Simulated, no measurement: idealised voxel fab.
This is a process module. Its name is voxel capacitor over wiring.
We display cut, a cross-section 155 nm in width whose square cells are each 5 nm.
A cross-section in this document is a grid of square cells, and it is written down as bands, the top band listed before the ones below it; a band is made up of one or more rows of cells.
In this notation a band is specified by the heights of its top and bottom, in that order and in nm, after which its materials appear from left to right, each paired with its width in nm. The word "full width" attached to a single material means that material fills the band from edge to edge; the word "empty" stands for empty space.
Height is counted from the level 0, under which the received wafer is composed throughout of one material. The lowest of the bands is not closed at the bottom but continues downward, in the notation "0 and below".
The width entry "30..40" should be interpreted row by row: the top row of cells in the band takes the first number, the bottom row takes the second number, and the change between adjacent rows is uniform throughout.
Basically "changes: none" means that step didn't change any cell in the cross-section.
Entry "Enclosed cavity list" = empty spaces >= 8 cells with no open way to the top; each as width x height at distance, distance from left edge, all nm.
Heads up: the bit after the settings on a step's line is the simulator's remark on that step.
"overlay nm", when on a step's line for a step with a mask, measures how far to the right of its planned place the mask lay; a negative measure means to the left.
PROCESS STEPS - PLAN
1: RECEIVE: material Si
2: CONFORMAL_DEP: material SiO2, thk nm 15
3: CONFORMAL_DEP: material SiCN, thk nm 5
4: DIRECTIONAL_DEP: material SiO2, thk nm 25
5: DIRECTIONAL_DEP: material aC, thk nm 10
6: PATTERN: tone open, mask id METAL_1, material resist, width nm 30, pitch nm 95, thk nm 30, overlay nm 0
7: DIRECTIONAL_ETCH: etch materials aC, depth nm 10
8: STRIP: etch materials resist
9: DIRECTIONAL_ETCH: etch materials SiO2, depth nm 25
10: DIRECTIONAL_ETCH: etch materials SiCN, depth nm 5
11: STRIP: etch materials aC
12: CONFORMAL_DEP: material TiN, thk nm 5
13: FILL_DEP: material Cu, thk nm 10
14: CMP: height nm 45
15: CONFORMAL_DEP: material SiCN, thk nm 5
16: DIRECTIONAL_DEP: material SiO2, thk nm 10
17: MASKED_ETCH: tone open, mask id PLUG_1, width nm 15, etch materials SiO2, depth nm 10, overlay nm 0
18: MASKED_ETCH: tone open, mask id PLUG_1, width nm 15, etch materials SiCN, depth nm 5, overlay nm 0
19: CONFORMAL_DEP: material TiN, thk nm 5
20: FILL_DEP: material W, thk nm 10
21: CMP: height nm 60
22: DIRECTIONAL_DEP: material TiN, thk nm 10
23: DIRECTIONAL_DEP: material HfO2, thk nm 5
24: DIRECTIONAL_DEP: material TiN, thk nm 10
25: PATTERN: tone cover, mask id UPPER_PLATE, material resist, width nm 70, thk nm 15, overlay nm 0
26: DIRECTIONAL_ETCH: etch materials TiN, depth nm 10
27: DIRECTIONAL_ETCH: etch materials HfO2, depth nm 5
28: STRIP: etch materials resist
29: DIRECTIONAL_DEP: material aC, thk nm 10
30: PATTERN: tone cover, mask id LOWER_PLATE, material resist, width nm 80, thk nm 25, overlay nm 0
31: DIRECTIONAL_ETCH: etch materials aC, depth nm 10
32: STRIP: etch materials resist
33: DIRECTIONAL_ETCH: etch materials TiN, depth nm 10
34: STRIP: etch materials aC
35: FILL_DEP: material SiO2, thk nm 20
36: CMP: height nm 100
37: MASKED_ETCH: tone open, mask id PLUG_2, width nm 15, etch materials SiO2, depth nm 15, overlay nm 0
38: CONFORMAL_DEP: material TiN, thk nm 5
39: FILL_DEP: material Ru, thk nm 10
40: CMP: height nm 100
41: CONFORMAL_DEP: material SiCN, thk nm 5
FIRST OF TWO WAFERS, PROCESSED ACCORDING TO PLAN
CROSS-SECTIONAL VIEW OF THE WAFER IN ITS AS-RECEIVED CONDITION, CORRESPONDING TO THE STATE AFTER STEP 1
0 and below: Si full width
Enclosed cavity list: none
ONCE STEP 2 IS THROUGH, THE WAFER LOOKS LIKE THIS IN CROSS-SECTION
15 down to 0: SiO2 full width
At heights below 0, the structure remains unaltered.
ONCE STEP 3 IS THROUGH, THE WAFER LOOKS LIKE THIS IN CROSS-SECTION
20 down to 15: SiCN full width
At heights below 15, the structure remains unaltered.
ONCE STEP 4 IS THROUGH, THE WAFER LOOKS LIKE THIS IN CROSS-SECTION
45 down to 20: SiO2 full width
At heights below 20, the structure remains unaltered.
ONCE STEP 5 IS THROUGH, THE WAFER LOOKS LIKE THIS IN CROSS-SECTION
55 down to 45: aC full width
At heights below 45, the structure remains unaltered.
ONCE STEP 6 IS THROUGH, THE WAFER LOOKS LIKE THIS IN CROSS-SECTION
85 down to 55: resist=15 / empty=30 / resist=65 / empty=30 / resist=15
At heights below 55, the structure remains unaltered.
ONCE STEP 7 IS THROUGH, THE WAFER LOOKS LIKE THIS IN CROSS-SECTION
75 down to 55: resist=15 / empty=30 / resist=65 / empty=30 / resist=15
55 down to 45: aC=15 / empty=30 / aC=65 / empty=30 / aC=15
At heights below 45, the structure remains unaltered.
ONCE STEP 8 IS THROUGH, THE WAFER LOOKS LIKE THIS IN CROSS-SECTION
55 down to 45: aC=15 / empty=30 / aC=65 / empty=30 / aC=15
At heights below 45, the structure remains unaltered.
ONCE STEP 9 IS THROUGH, THE WAFER LOOKS LIKE THIS IN CROSS-SECTION
55 down to 45: aC=15 / empty=30 / aC=65 / empty=30 / aC=15
45 down to 20: SiO2=15 / empty=30 / SiO2=65 / empty=30 / SiO2=15
At heights below 20, the structure remains unaltered.
ONCE STEP 10 IS THROUGH, THE WAFER LOOKS LIKE THIS IN CROSS-SECTION
55 down to 45: aC=15 / empty=30 / aC=65 / empty=30 / aC=15
45 down to 20: SiO2=15 / empty=30 / SiO2=65 / empty=30 / SiO2=15
20 down to 15: SiCN=15 / empty=30 / SiCN=65 / empty=30 / SiCN=15
At heights below 15, the structure remains unaltered.
ONCE STEP 11 IS THROUGH, THE WAFER LOOKS LIKE THIS IN CROSS-SECTION
45 down to 20: SiO2=15 / empty=30 / SiO2=65 / empty=30 / SiO2=15
At heights below 20, the structure remains unaltered.
ONCE STEP 12 IS THROUGH, THE WAFER LOOKS LIKE THIS IN CROSS-SECTION
50 down to 45: TiN=20 / empty=20 / TiN=75 / empty=20 / TiN=20
45 down to 20: SiO2=15 / TiN=5 / empty=20 / TiN=5 / SiO2=65 / TiN=5 / empty=20 / TiN=5 / SiO2=15
20 down to 15: SiCN=15 / TiN=30 / SiCN=65 / TiN=30 / SiCN=15
At heights below 15, the structure remains unaltered.
ONCE STEP 13 IS THROUGH, THE WAFER LOOKS LIKE THIS IN CROSS-SECTION
60 down to 50: Cu full width
50 down to 45: TiN=20 / Cu=20 / TiN=75 / Cu=20 / TiN=20
45 down to 20: SiO2=15 / TiN=5 / Cu=20 / TiN=5 / SiO2=65 / TiN=5 / Cu=20 / TiN=5 / SiO2=15
At heights below 20, the structure remains unaltered.
ONCE STEP 14 IS THROUGH, THE WAFER LOOKS LIKE THIS IN CROSS-SECTION
45 down to 20: SiO2=15 / TiN=5 / Cu=20 / TiN=5 / SiO2=65 / TiN=5 / Cu=20 / TiN=5 / SiO2=15
At heights below 20, the structure remains unaltered.
ONCE STEP 15 IS THROUGH, THE WAFER LOOKS LIKE THIS IN CROSS-SECTION
50 down to 45: SiCN full width
At heights below 45, the structure remains unaltered.
ONCE STEP 16 IS THROUGH, THE WAFER LOOKS LIKE THIS IN CROSS-SECTION
60 down to 50: SiO2 full width
At heights below 50, the structure remains unaltered.
ONCE STEP 17 IS THROUGH, THE WAFER LOOKS LIKE THIS IN CROSS-SECTION
60 down to 50: SiO2=30 / empty=15 / SiO2=110
At heights below 50, the structure remains unaltered.
ONCE STEP 18 IS THROUGH, THE WAFER LOOKS LIKE THIS IN CROSS-SECTION
60 down to 50: SiO2=30 / empty=15 / SiO2=110
50 down to 45: SiCN=30 / empty=15 / SiCN=110
At heights below 45, the structure remains unaltered.
ONCE STEP 19 IS THROUGH, THE WAFER LOOKS LIKE THIS IN CROSS-SECTION
65 down to 60: TiN=35 / empty=5 / TiN=115
60 down to 50: SiO2=30 / TiN=5 / empty=5 / TiN=5 / SiO2=110
50 down to 45: SiCN=30 / TiN=15 / SiCN=110
At heights below 45, the structure remains unaltered.
ONCE STEP 20 IS THROUGH, THE WAFER LOOKS LIKE THIS IN CROSS-SECTION
75 down to 65: W full width
65 down to 60: TiN=35 / W=5 / TiN=115
60 down to 50: SiO2=30 / TiN=5 / W=5 / TiN=5 / SiO2=110
At heights below 50, the structure remains unaltered.
ONCE STEP 21 IS THROUGH, THE WAFER LOOKS LIKE THIS IN CROSS-SECTION
60 down to 50: SiO2=30 / TiN=5 / W=5 / TiN=5 / SiO2=110
At heights below 50, the structure remains unaltered.
ONCE STEP 22 IS THROUGH, THE WAFER LOOKS LIKE THIS IN CROSS-SECTION
70 down to 60: TiN full width
At heights below 60, the structure remains unaltered.
ONCE STEP 23 IS THROUGH, THE WAFER LOOKS LIKE THIS IN CROSS-SECTION
75 down to 70: HfO2 full width
At heights below 70, the structure remains unaltered.
ONCE STEP 24 IS THROUGH, THE WAFER LOOKS LIKE THIS IN CROSS-SECTION
85 down to 75: TiN full width
At heights below 75, the structure remains unaltered.
ONCE STEP 25 IS THROUGH, THE WAFER LOOKS LIKE THIS IN CROSS-SECTION
100 down to 85: empty=30 / resist=70 / empty=55
At heights below 85, the structure remains unaltered.
ONCE STEP 26 IS THROUGH, THE WAFER LOOKS LIKE THIS IN CROSS-SECTION
100 down to 85: empty=30 / resist=70 / empty=55
85 down to 75: empty=30 / TiN=70 / empty=55
At heights below 75, the structure remains unaltered.
ONCE STEP 27 IS THROUGH, THE WAFER LOOKS LIKE THIS IN CROSS-SECTION
100 down to 85: empty=30 / resist=70 / empty=55
85 down to 75: empty=30 / TiN=70 / empty=55
75 down to 70: empty=30 / HfO2=70 / empty=55
At heights below 70, the structure remains unaltered.
ONCE STEP 28 IS THROUGH, THE WAFER LOOKS LIKE THIS IN CROSS-SECTION
85 down to 75: empty=30 / TiN=70 / empty=55
At heights below 75, the structure remains unaltered.
ONCE STEP 29 IS THROUGH, THE WAFER LOOKS LIKE THIS IN CROSS-SECTION
95 down to 85: empty=30 / aC=70 / empty=55
85 down to 80: empty=30 / TiN=70 / empty=55
80 down to 75: aC=30 / TiN=70 / aC=55
75 down to 70: aC=30 / HfO2=70 / aC=55
At heights below 70, the structure remains unaltered.
ONCE STEP 30 IS THROUGH, THE WAFER LOOKS LIKE THIS IN CROSS-SECTION
120 down to 95: empty=25 / resist=80 / empty=50
95 down to 85: empty=25 / resist=5 / aC=70 / resist=5 / empty=50
85 down to 80: empty=25 / resist=5 / TiN=70 / resist=5 / empty=50
At heights below 80, the structure remains unaltered.
ONCE STEP 31 IS THROUGH, THE WAFER LOOKS LIKE THIS IN CROSS-SECTION
110 down to 95: empty=25 / resist=80 / empty=50
95 down to 85: empty=25 / resist=5 / aC=70 / resist=5 / empty=50
85 down to 80: empty=25 / resist=5 / TiN=70 / resist=5 / empty=50
80 down to 75: empty=25 / aC=5 / TiN=70 / aC=5 / empty=50
75 down to 70: empty=25 / aC=5 / HfO2=70 / aC=5 / empty=50
At heights below 70, the structure remains unaltered.
ONCE STEP 32 IS THROUGH, THE WAFER LOOKS LIKE THIS IN CROSS-SECTION
95 down to 85: empty=30 / aC=70 / empty=55
85 down to 80: empty=30 / TiN=70 / empty=55
At heights below 80, the structure remains unaltered.
ONCE STEP 33 IS THROUGH, THE WAFER LOOKS LIKE THIS IN CROSS-SECTION
95 down to 85: empty=30 / aC=70 / empty=55
85 down to 80: empty=30 / TiN=70 / empty=55
80 down to 75: empty=25 / aC=5 / TiN=70 / aC=5 / empty=50
75 down to 70: empty=25 / aC=5 / HfO2=70 / aC=5 / empty=50
70 down to 60: empty=25 / TiN=80 / empty=50
At heights below 60, the structure remains unaltered.
ONCE STEP 34 IS THROUGH, THE WAFER LOOKS LIKE THIS IN CROSS-SECTION
85 down to 75: empty=30 / TiN=70 / empty=55
75 down to 70: empty=30 / HfO2=70 / empty=55
At heights below 70, the structure remains unaltered.
ONCE STEP 35 IS THROUGH, THE WAFER LOOKS LIKE THIS IN CROSS-SECTION
105 down to 85: SiO2 full width
85 down to 75: SiO2=30 / TiN=70 / SiO2=55
75 down to 70: SiO2=30 / HfO2=70 / SiO2=55
70 down to 60: SiO2=25 / TiN=80 / SiO2=50
At heights below 60, the structure remains unaltered.
ONCE STEP 36 IS THROUGH, THE WAFER LOOKS LIKE THIS IN CROSS-SECTION
100 down to 85: SiO2 full width
At heights below 85, the structure remains unaltered.
ONCE STEP 37 IS THROUGH, THE WAFER LOOKS LIKE THIS IN CROSS-SECTION
100 down to 85: SiO2=40 / empty=15 / SiO2=100
At heights below 85, the structure remains unaltered.
ONCE STEP 38 IS THROUGH, THE WAFER LOOKS LIKE THIS IN CROSS-SECTION
105 down to 100: TiN=45 / empty=5 / TiN=105
100 down to 90: SiO2=40 / TiN=5 / empty=5 / TiN=5 / SiO2=100
90 down to 85: SiO2=40 / TiN=15 / SiO2=100
At heights below 85, the structure remains unaltered.
ONCE STEP 39 IS THROUGH, THE WAFER LOOKS LIKE THIS IN CROSS-SECTION
115 down to 105: Ru full width
105 down to 100: TiN=45 / Ru=5 / TiN=105
100 down to 90: SiO2=40 / TiN=5 / Ru=5 / TiN=5 / SiO2=100
At heights below 90, the structure remains unaltered.
ONCE STEP 40 IS THROUGH, THE WAFER LOOKS LIKE THIS IN CROSS-SECTION
100 down to 90: SiO2=40 / TiN=5 / Ru=5 / TiN=5 / SiO2=100
At heights below 90, the structure remains unaltered.
ONCE STEP 41 IS THROUGH, THE WAFER LOOKS LIKE THIS IN CROSS-SECTION
105 down to 100: SiCN full width
At heights below 100, the structure remains unaltered.
COMPANION WAFER, THE SECOND OF TWO: SAME BEGINNING, SAME INTENDED SEQUENCE, ONE MISTAKE IN CARRYING IT OUT; THROUGH STEP 13 INCLUSIVE IT TRACKS THE FIRST EXACTLY
Second wafer shown in cross-section at the time step 14 was slated to end: changes: none
SECOND WAFER SHOWN IN CROSS-SECTION AT THE TIME STEP 15 WAS SLATED TO END
65 down to 60: SiCN full width
At heights below 60, the structure remains unaltered.
SECOND WAFER SHOWN IN CROSS-SECTION AT THE TIME STEP 16 WAS SLATED TO END
75 down to 65: SiO2 full width
At heights below 65, the structure remains unaltered.
SECOND WAFER SHOWN IN CROSS-SECTION AT THE TIME STEP 17 WAS SLATED TO END
75 down to 65: SiO2=30 / empty=15 / SiO2=110
At heights below 65, the structure remains unaltered.
SECOND WAFER SHOWN IN CROSS-SECTION AT THE TIME STEP 18 WAS SLATED TO END
75 down to 65: SiO2=30 / empty=15 / SiO2=110
65 down to 60: SiCN=30 / empty=15 / SiCN=110
At heights below 60, the structure remains unaltered.
SECOND WAFER SHOWN IN CROSS-SECTION AT THE TIME STEP 19 WAS SLATED TO END
80 down to 75: TiN=35 / empty=5 / TiN=115
75 down to 65: SiO2=30 / TiN=5 / empty=5 / TiN=5 / SiO2=110
65 down to 60: SiCN=30 / TiN=15 / SiCN=110
At heights below 60, the structure remains unaltered.
SECOND WAFER SHOWN IN CROSS-SECTION AT THE TIME STEP 20 WAS SLATED TO END
90 down to 80: W full width
80 down to 75: TiN=35 / W=5 / TiN=115
75 down to 65: SiO2=30 / TiN=5 / W=5 / TiN=5 / SiO2=110
At heights below 65, the structure remains unaltered.
SECOND WAFER SHOWN IN CROSS-SECTION AT THE TIME STEP 21 WAS SLATED TO END
60 down to 50: Cu full width
At heights below 50, the structure remains unaltered.
SECOND WAFER SHOWN IN CROSS-SECTION AT THE TIME STEP 22 WAS SLATED TO END
70 down to 60: TiN full width
At heights below 60, the structure remains unaltered.
SECOND WAFER SHOWN IN CROSS-SECTION AT THE TIME STEP 23 WAS SLATED TO END
75 down to 70: HfO2 full width
At heights below 70, the structure remains unaltered.
SECOND WAFER SHOWN IN CROSS-SECTION AT THE TIME STEP 24 WAS SLATED TO END
85 down to 75: TiN full width
At heights below 75, the structure remains unaltered.
SECOND WAFER SHOWN IN CROSS-SECTION AT THE TIME STEP 25 WAS SLATED TO END
100 down to 85: empty=30 / resist=70 / empty=55
At heights below 85, the structure remains unaltered.
SECOND WAFER SHOWN IN CROSS-SECTION AT THE TIME STEP 26 WAS SLATED TO END
100 down to 85: empty=30 / resist=70 / empty=55
85 down to 75: empty=30 / TiN=70 / empty=55
At heights below 75, the structure remains unaltered.
SECOND WAFER SHOWN IN CROSS-SECTION AT THE TIME STEP 27 WAS SLATED TO END
100 down to 85: empty=30 / resist=70 / empty=55
85 down to 75: empty=30 / TiN=70 / empty=55
75 down to 70: empty=30 / HfO2=70 / empty=55
At heights below 70, the structure remains unaltered.
SECOND WAFER SHOWN IN CROSS-SECTION AT THE TIME STEP 28 WAS SLATED TO END
85 down to 75: empty=30 / TiN=70 / empty=55
At heights below 75, the structure remains unaltered.
SECOND WAFER SHOWN IN CROSS-SECTION AT THE TIME STEP 29 WAS SLATED TO END
95 down to 85: empty=30 / aC=70 / empty=55
85 down to 80: empty=30 / TiN=70 / empty=55
80 down to 75: aC=30 / TiN=70 / aC=55
75 down to 70: aC=30 / HfO2=70 / aC=55
At heights below 70, the structure remains unaltered.
SECOND WAFER SHOWN IN CROSS-SECTION AT THE TIME STEP 30 WAS SLATED TO END
120 down to 95: empty=25 / resist=80 / empty=50
95 down to 85: empty=25 / resist=5 / aC=70 / resist=5 / empty=50
85 down to 80: empty=25 / resist=5 / TiN=70 / resist=5 / empty=50
At heights below 80, the structure remains unaltered.
SECOND WAFER SHOWN IN CROSS-SECTION AT THE TIME STEP 31 WAS SLATED TO END
110 down to 95: empty=25 / resist=80 / empty=50
95 down to 85: empty=25 / resist=5 / aC=70 / resist=5 / empty=50
85 down to 80: empty=25 / resist=5 / TiN=70 / resist=5 / empty=50
80 down to 75: empty=25 / aC=5 / TiN=70 / aC=5 / empty=50
75 down to 70: empty=25 / aC=5 / HfO2=70 / aC=5 / empty=50
At heights below 70, the structure remains unaltered.
SECOND WAFER SHOWN IN CROSS-SECTION AT THE TIME STEP 32 WAS SLATED TO END
95 down to 85: empty=30 / aC=70 / empty=55
85 down to 80: empty=30 / TiN=70 / empty=55
At heights below 80, the structure remains unaltered.
SECOND WAFER SHOWN IN CROSS-SECTION AT THE TIME STEP 33 WAS SLATED TO END
95 down to 85: empty=30 / aC=70 / empty=55
85 down to 80: empty=30 / TiN=70 / empty=55
80 down to 75: empty=25 / aC=5 / TiN=70 / aC=5 / empty=50
75 down to 70: empty=25 / aC=5 / HfO2=70 / aC=5 / empty=50
70 down to 60: empty=25 / TiN=80 / empty=50
At heights below 60, the structure remains unaltered.
SECOND WAFER SHOWN IN CROSS-SECTION AT THE TIME STEP 34 WAS SLATED TO END
85 down to 75: empty=30 / TiN=70 / empty=55
75 down to 70: empty=30 / HfO2=70 / empty=55
At heights below 70, the structure remains unaltered.
SECOND WAFER SHOWN IN CROSS-SECTION AT THE TIME STEP 35 WAS SLATED TO END
105 down to 85: SiO2 full width
85 down to 75: SiO2=30 / TiN=70 / SiO2=55
75 down to 70: SiO2=30 / HfO2=70 / SiO2=55
70 down to 60: SiO2=25 / TiN=80 / SiO2=50
At heights below 60, the structure remains unaltered.
SECOND WAFER SHOWN IN CROSS-SECTION AT THE TIME STEP 36 WAS SLATED TO END
100 down to 85: SiO2 full width
At heights below 85, the structure remains unaltered.
SECOND WAFER SHOWN IN CROSS-SECTION AT THE TIME STEP 37 WAS SLATED TO END
100 down to 85: SiO2=40 / empty=15 / SiO2=100
At heights below 85, the structure remains unaltered.
SECOND WAFER SHOWN IN CROSS-SECTION AT THE TIME STEP 38 WAS SLATED TO END
105 down to 100: TiN=45 / empty=5 / TiN=105
100 down to 90: SiO2=40 / TiN=5 / empty=5 / TiN=5 / SiO2=100
90 down to 85: SiO2=40 / TiN=15 / SiO2=100
At heights below 85, the structure remains unaltered.
SECOND WAFER SHOWN IN CROSS-SECTION AT THE TIME STEP 39 WAS SLATED TO END
115 down to 105: Ru full width
105 down to 100: TiN=45 / Ru=5 / TiN=105
100 down to 90: SiO2=40 / TiN=5 / Ru=5 / TiN=5 / SiO2=100
At heights below 90, the structure remains unaltered.
SECOND WAFER SHOWN IN CROSS-SECTION AT THE TIME STEP 40 WAS SLATED TO END
100 down to 90: SiO2=40 / TiN=5 / Ru=5 / TiN=5 / SiO2=100
At heights below 90, the structure remains unaltered.
SECOND WAFER SHOWN IN CROSS-SECTION AT THE TIME STEP 41 WAS SLATED TO END
105 down to 100: SiCN full width
At heights below 100, the structure remains unaltered.
Diagnosis: no execution of plan step 14; skipped
Final comparison by cell count, materials where the second wafer has more or fewer than the first: 70 more of Cu; 28 fewer of SiCN; 56 fewer of SiO2; 16 more of TiN; 2 fewer of W
